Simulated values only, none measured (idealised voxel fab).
process module | voxel wiring stack
cross-section cut | 250 nm wide | cells 5 nm
A cross-section is a grid of square cells, given in bands from the top down. A band is one or more rows of cells.
Each band's line starts with the height of the band's top and of its bottom, in nm. Then come its materials from left to right, each with its width in nm. One material with "throughout" fills the band from edge to edge. "air" is empty space.
Height 0 is the level under which the wafer as received is all one material. The lowest band goes on downwards, as in "0 down".
A width such as "30 to 40" changes by the same amount from each row of cells to the next, from the band's top row to its bottom row.
"no change" after a step means that no cell of the cross-section changed.
closed voids: empty space of 8 cells or more with no open way to the top, each as width x height at its distance from the left edge, in nm
after a step's settings: what the simulator itself notes on the step
overlay nm, on a step with a mask: how far to the right of its planned place the mask lay; to the left if negative
plan
1 op RECEIVE | material Si
2 op CONFORMAL_DEP | material SiO2 | thk nm 10
3 op DIRECTIONAL_DEP | material TiN | thk nm 5
4 op DIRECTIONAL_DEP | material W | thk nm 15
5 op DIRECTIONAL_DEP | material aC | thk nm 10
6 op PATTERN | tone cover | mask id METAL_1 | material resist | width nm 30 | pitch nm 50 | thk nm 25 | overlay nm 0
7 op DIRECTIONAL_ETCH | etch materials aC | depth nm 10
8 op STRIP | etch materials resist
9 op DIRECTIONAL_ETCH | etch materials W | depth nm 15
10 op DIRECTIONAL_ETCH | etch materials TiN | depth nm 5
11 op STRIP | etch materials aC
12 op FILL_DEP | material lowk | thk nm 5
13 op CMP | height nm 30
14 op CONFORMAL_DEP | material SiCN | thk nm 5
15 op DIRECTIONAL_DEP | material lowk | thk nm 25
16 op DIRECTIONAL_DEP | material aC | thk nm 10
17 op PATTERN | tone open | mask id METAL_2 | material resist | width nm 30 | pitch nm 50 | thk nm 25 | overlay nm 0
18 op DIRECTIONAL_ETCH | etch materials aC | depth nm 10
19 op STRIP | etch materials resist
20 op DIRECTIONAL_ETCH | etch materials lowk | depth nm 15
21 op STRIP | etch materials aC
22 op MASKED_ETCH | tone open | mask id METAL_2_HOLES | width nm 15 | pitch nm 50 | etch materials lowk | depth nm 10 | overlay nm 0
23 op MASKED_ETCH | tone open | mask id METAL_2_HOLES | width nm 15 | pitch nm 50 | etch materials SiCN | depth nm 5 | overlay nm 0
24 op CONFORMAL_DEP | material TiN | thk nm 5
25 op FILL_DEP | material Cu | thk nm 10
26 op CMP | height nm 60
27 op CONFORMAL_DEP | material SiCN | thk nm 5
28 op DIRECTIONAL_DEP | material SiO2 | thk nm 15
29 op PATTERN | tone open | mask id PLUG_2 | material resist | width nm 15 | pitch nm 50 | thk nm 15 | overlay nm 0
30 op DIRECTIONAL_ETCH | etch materials SiO2 | depth nm 15
31 op DIRECTIONAL_ETCH | etch materials SiCN | depth nm 5
32 op STRIP | etch materials resist
33 op EPI | material Ru | thk nm 10
34 op EPI | material Ru | thk nm 10
35 op DIRECTIONAL_DEP | material TiN | thk nm 5
36 op DIRECTIONAL_DEP | material Ru | thk nm 25
37 op MASKED_ETCH | tone cover | mask id METAL_3 | width nm 30 | pitch nm 50 | etch materials Ru | depth nm 25 | overlay nm 0
38 op MASKED_ETCH | tone cover | mask id METAL_3 | width nm 30 | pitch nm 50 | etch materials TiN | depth nm 5 | overlay nm 0
39 op CONFORMAL_DEP | material SiCN | thk nm 5
40 op FILL_DEP | material lowk | thk nm 5
41 op CMP | height nm 110
42 op CONFORMAL_DEP | material SiCN | thk nm 5
as received, after step 1
  0 down: Si throughout
  closed voids: none
a wafer at the end: this start, this plan, one mistake
  115 to 110: SiCN throughout
  110 to 85: lowk 55 | SiCN 5 | Ru 30 | SiCN 5 | lowk 10 | SiCN 5 | Ru 30 | SiCN 5 | lowk 10 | SiCN 5 | Ru 30 | SiCN 5 | lowk 55
  85 to 80: SiCN 60 | TiN 30 | SiCN 20 | TiN 30 | SiCN 20 | TiN 30 | SiCN 60
  80 to 65: SiO2 60 | Ru 15 | SiO2 35 | Ru 15 | SiO2 35 | Ru 15 | SiO2 75
  65 to 60: SiCN 60 | Ru 15 | SiCN 35 | Ru 15 | SiCN 35 | Ru 15 | SiCN 75
  60 to 50: lowk 60 | TiN 5 | Cu 20 | TiN 5 | lowk 20 | TiN 5 | Cu 20 | TiN 5 | lowk 20 | TiN 5 | Cu 20 | TiN 5 | lowk 60
  50 to 45: lowk 60 | TiN 5 | Cu 5 | TiN 20 | lowk 20 | TiN 5 | Cu 5 | TiN 20 | lowk 20 | TiN 5 | Cu 5 | TiN 20 | lowk 60
  45 to 35: lowk 60 | TiN 5 | Cu 5 | TiN 5 | lowk 35 | TiN 5 | Cu 5 | TiN 5 | lowk 35 | TiN 5 | Cu 5 | TiN 5 | lowk 75
  35 to 30: SiCN 60 | TiN 15 | SiCN 35 | TiN 15 | SiCN 35 | TiN 15 | SiCN 75
  30 to 15: lowk 60 | W 30 | lowk 20 | W 30 | lowk 20 | W 30 | lowk 60
  15 to 10: lowk 60 | TiN 30 | lowk 20 | TiN 30 | lowk 20 | TiN 30 | lowk 60
  10 to 0: Ru throughout
  0 down: Si throughout
  closed voids: none
what went wrong: step 2 ran as: op CONFORMAL_DEP | material Ru | thk nm 10
